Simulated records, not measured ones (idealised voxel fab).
The following process module bears the name voxel gate over fins.
It is cross-section cut that appears here, measuring 220 nm in width, its square cells being 5 nm in size.
Just so we're on the same page, the cross-sections are grids of square cells, and they're listed out in bands top to bottom, each band one or more rows deep. Heads up on the band format: heights come first, top then bottom, in nm. After that it's the materials left to right, each with its width in nm. A single material flagged "full width" fills the whole band edge to edge, and "blank" means there's empty space there. A quick word on heights: they are counted from 0, and under that level the wafer as it came to us is one material throughout. The lowest band is different from the rest in having no bottom; it simply continues downward, written as in "from 0 down". When a width is written as two numbers, as in "30 to 40", the first number is the width in the top row of cells of the band and the second is the width in its bottom row, and the width changes by the same amount from each row to the next. "same as before" means the step left every cell of the cross-section as it was. Each empty space that has no open way to the top and spans at least 8 cells appears under "Entrapped voids" as width x height at distance, the distance counted from the left edge, all in nm. Anything after a step's settings on that line? It's the simulator's own note about the step. The optional step-line setting "overlay nm" applies to steps with a mask and quantifies how far to the right of its planned location the mask lay, a negative value indicating leftward placement.
**So here's the lineup of process steps we planned**
1 RECEIVE: material Si
2 CONFORMAL_DEP: material SiN, thk nm 5
3 MASKED_ETCH: tone cover, mask id FINS, width nm 15, pitch nm 50, etch materials SiN, depth nm 5, overlay nm 0
4 MASKED_ETCH: tone cover, mask id FINS, width nm 15, pitch nm 50, etch materials Si, depth nm 40, overlay nm 0
5 FILL_DEP: material SiO2, thk nm 5
6 CMP: height nm 5
7 PATTERN: tone open, mask id RAIL, material resist, width nm 15, thk nm 15, overlay nm 0
8 DIRECTIONAL_ETCH: etch materials SiO2, depth nm 40
9 STRIP: etch materials resist
10 CONFORMAL_DEP: material TiN, thk nm 5
11 FILL_DEP: material Ru, thk nm 10
12 CMP: height nm 5
13 SELECTIVE_ETCH: etch materials W Ru TiN, depth nm 30
14 FILL_DEP: material SiO2, thk nm 5
15 CMP: height nm 5
16 SELECTIVE_ETCH: etch materials SiO2, depth nm 20
17 STRIP: etch materials SiN
18 CONFORMAL_DEP: material HfO2, thk nm 5
19 CONFORMAL_DEP: material TiN, thk nm 5
20 CONFORMAL_DEP: material TiAl, thk nm 5
21 CONFORMAL_DEP: material TiN, thk nm 5
22 FILL_DEP: material W, thk nm 15
23 CMP: height nm 30
24 CONFORMAL_DEP: material SiN, thk nm 5
The thk nm used in step 19 is not the same on every wafer, whereas the starting condition is; the value printed in the plan is the first wafer's.
**First of several wafers (as received, post step 1), cross-sectional view**
    from 0 down = Si full width
    Entrapped voids: none
**Gained (+) or lost (-) cells of each material since receipt, then closed voids: one row per wafer, at the end of the module**
thk nm 5; +62 HfO2; +1 Ru; -280 Si; +44 SiN; +169 SiO2; +62 TiAl; +123 TiN; +127 W; Entrapped voids: none
thk nm 10; +62 HfO2; +1 Ru; -280 Si; +44 SiN; +169 SiO2; +56 TiAl; +179 TiN; +77 W; Entrapped voids: none
thk nm 15; +62 HfO2; +1 Ru; -280 Si; +44 SiN; +169 SiO2; +50 TiAl; +235 TiN; +27 W; Entrapped voids: none
thk nm 20; +62 HfO2; +1 Ru; -280 Si; +44 SiN; +169 SiO2; +50 TiAl; +248 TiN; +14 W; Entrapped voids: none
